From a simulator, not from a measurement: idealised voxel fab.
Process module, titled voxel capacitor over wiring
The figure presents cross-section cut, which has a width of 285 nm and is divided into square cells with an edge length of 5 nm.
The cross-sections in this document take the form of a grid made of square cells. They are written out as bands, in order from top to bottom. Each band consists of one or more rows of cells.
This entry defines a band. It first specifies the height of the band's top and the height of its bottom in nm, and then specifies the band's materials from left to right, stating each material with its width in nm. The word "edge to edge" identifies a single material that fills the band from edge to edge, while the word "blank" identifies empty space.
It should be noted that heights are counted from 0, beneath which the wafer as supplied is of one material throughout, and that the lowest band possesses no lower boundary but continues downward, as written in "top 0, no bottom".
So if you see something like "30 to 40" for the width, read it as the top row of the band sitting at the first number and the bottom row at the second, with every row in between moving by the same amount as the last.
"nothing got changed" for a step: no cell of the cross-section changed in that step.
"Enclosed internal cavities" specifies each empty space that is not open to the top and that occupies no fewer than 8 cells, using the form width x height at distance, the distance measured from the left edge and all three quantities in nm.
Text after the settings on a step's line: the simulator's own remark on that step.
"overlay nm" on a masked step: distance the mask lay right of its planned place, negative for left.

## Intended process steps
- 1: RECEIVE | material Si
- 2: CONFORMAL_DEP | material SiO2 | thk nm 15
- 3: DIRECTIONAL_DEP | material TiN | thk nm 5
- 4: DIRECTIONAL_DEP | material Ru | thk nm 20
- 5: PATTERN | tone cover | mask id METAL_1 | material resist | width nm 30 | pitch nm 100 | thk nm 20 | overlay nm 0
- 6: DIRECTIONAL_ETCH | etch materials Ru | depth nm 20
- 7: DIRECTIONAL_ETCH | etch materials TiN | depth nm 5
- 8: STRIP | etch materials resist
- 9: FILL_DEP | material SiO2 | thk nm 10
- 10: CMP | height nm 40
- 11: CONFORMAL_DEP | material SiCN | thk nm 5
- 12: DIRECTIONAL_DEP | material lowk | thk nm 15
- 13: DIRECTIONAL_DEP | material aC | thk nm 15
- 14: PATTERN | tone open | mask id PLUG_1 | material resist | width nm 15 | thk nm 30 | overlay nm 0
- 15: DIRECTIONAL_ETCH | etch materials aC | depth nm 15
- 16: STRIP | etch materials resist
- 17: DIRECTIONAL_ETCH | etch materials lowk | depth nm 15
- 18: DIRECTIONAL_ETCH | etch materials SiCN | depth nm 5
- 19: STRIP | etch materials aC
- 20: EPI | material Ru | thk nm 10
- 21: EPI | material Ru | thk nm 10
- 22: DIRECTIONAL_DEP | material TiN | thk nm 10
- 23: DIRECTIONAL_DEP | material Al2O3 | thk nm 5
- 24: DIRECTIONAL_DEP | material TiN | thk nm 5
- 25: PATTERN | tone cover | mask id UPPER_PLATE | material resist | width nm 75 | thk nm 15 | overlay nm 0
- 26: DIRECTIONAL_ETCH | etch materials TiN | depth nm 5
- 27: DIRECTIONAL_ETCH | etch materials Al2O3 | depth nm 5
- 28: STRIP | etch materials resist
- 29: MASKED_ETCH | tone cover | mask id LOWER_PLATE | width nm 85 | etch materials TiN | depth nm 10 | overlay nm 0
- 30: FILL_DEP | material SiO2 | thk nm 20
- 31: CMP | height nm 95
- 32: MASKED_ETCH | tone open | mask id PLUG_2 | width nm 15 | etch materials SiO2 | depth nm 15 | overlay nm 0
- 33: CONFORMAL_DEP | material TiN | thk nm 5
- 34: FILL_DEP | material Ru | thk nm 10
- 35: CMP | height nm 95
- 36: CONFORMAL_DEP | material SiN | thk nm 5

## Step 1 complete: cross-section of the wafer as received
  top 0, no bottom  Si edge to edge
  Enclosed internal cavities: none

## Cross-section taken at module completion on the first of two wafers; processed per the plan
  top 100, bottom 95  SiN edge to edge
  top 95, bottom 85  SiO2 (100) | TiN (5) | Ru (5) | TiN (5) | SiO2 (170)
  top 85, bottom 75  SiO2 (100 to 90) | TiN (15 to 75) | SiO2 (170 to 120)
  top 75, bottom 70  SiO2 (90) | Al2O3 (75) | SiO2 (120)
  top 70, bottom 60  SiO2 (85) | TiN (85) | SiO2 (115)
  top 60, bottom 45  lowk (90) | Ru (15) | lowk (180)
  top 45, bottom 40  SiCN (90) | Ru (15) | SiCN (180)
  top 40, bottom 20  SiO2 (75) | Ru (30) | SiO2 (70) | Ru (30) | SiO2 (80)
  top 20, bottom 15  SiO2 (75) | TiN (30) | SiO2 (70) | TiN (30) | SiO2 (80)
  top 15, bottom 0  SiO2 edge to edge
  top 0, no bottom  Si edge to edge
  Enclosed internal cavities: none

## This is the second of the two wafers, cross-sectioned at the end of the module; it started exactly like the first and was given the same plan, but it was run with one mistake
  top 100, bottom 95  SiN edge to edge
  top 95, bottom 85  SiO2 (100) | TiN (5) | Ru (5) | TiN (5) | SiO2 (170)
  top 85, bottom 75  SiO2 (100 to 90) | TiN (15 to 75) | SiO2 (170 to 120)
  top 75, bottom 65  SiO2 (85) | TiN (85) | SiO2 (115)
  top 65, bottom 60  Al2O3 edge to edge
  top 60, bottom 45  lowk (90) | Ru (15) | lowk (180)
  top 45, bottom 40  SiCN (90) | Ru (15) | SiCN (180)
  top 40, bottom 20  SiO2 (75) | Ru (30) | SiO2 (70) | Ru (30) | SiO2 (80)
  top 20, bottom 15  SiO2 (75) | TiN (30) | SiO2 (70) | TiN (30) | SiO2 (80)
  top 15, bottom 0  SiO2 edge to edge
  top 0, no bottom  Si edge to edge
  Enclosed internal cavities: none
The mistake made against the process plan was this: so 22 and 23 got swapped relative to the plan, each ran where the other was supposed to
Bottom line after processing is that, in cells, the second wafer is up or down on some materials versus the first: +42 Al2O3; -42 SiO2
